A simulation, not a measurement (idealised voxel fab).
The process module that follows is named voxel lift off.
The cross-section on display is named cut; it measures 200 nm wide, and its cells are 5 nm squares.
Cross-section format: a grid of square cells, given as bands from top to bottom; each band is one or more rows of cells.
The band entry comprises the height of the band's top followed by the height of its bottom, expressed in nm, and subsequently the band's materials from left to right, each stated together with its width in nm. Where a single material is marked with the word "all across", that material fills the band from edge to edge. The word "blank" represents empty space.
We count height from 0. Below that, the starting wafer is all one material. The lowest band never ends at the bottom but goes on down; see "0..down" for how that is written.
Read "30->40" as a graded width: first number on top, second number at the bottom, same change between each pair of neighbouring rows.
Given "all unchanged" for a step, no cell of the cross-section differs between before and after that step.
You'll see "Enclosed void catalog" listing empty spaces that have no way open to the top, as long as they're 8 cells or more; the notation is width x height at distance, where the distance is from the left edge, and all of it is in nm.
Formally, on a step line, whatever follows the settings is a remark that the simulator itself makes on the step.
Regarding "overlay nm": on a step with a mask, it is the distance the mask lay to the right of its planned place; a negative value places it to the left.
### The following list gives the planned process steps
1 RECEIVE: material Si
2 CONFORMAL_DEP: material Al2O3, thk nm 5
3 PATTERN: tone open, mask id LINES, material resist, width nm 20, pitch nm 45, thk nm 15, overlay nm 0
4 DIRECTIONAL_DEP: material Ru, thk nm 5
5 STRIP: etch materials resist
6 CONFORMAL_DEP: material SiO2, thk nm 5
### Cross-section: wafer on arrival = after step 1
* 0..down | Si all across
* Enclosed void catalog: none
### Post-module cross-section: identical start and plan to those above, one misstep in execution
* 15..10 | blank: 30 / SiO2: 30 / blank: 15 / SiO2: 30 / blank: 15 / SiO2: 30 / blank: 50
* 10..5 | SiO2: 35 / Ru: 20 / SiO2: 25 / Ru: 20 / SiO2: 25 / Ru: 20 / SiO2: 55
* 5..0 | Al2O3 all across
* 0..down | Si all across
* Enclosed void catalog: none
It is concluded that the wafer was processed incorrectly with respect to the plan, in that the process deviated at step 3: the operation and settings actually run there were PATTERN: tone open, mask id LINES, material resist, width nm 20, pitch nm 45, thk nm 15, overlay nm -10
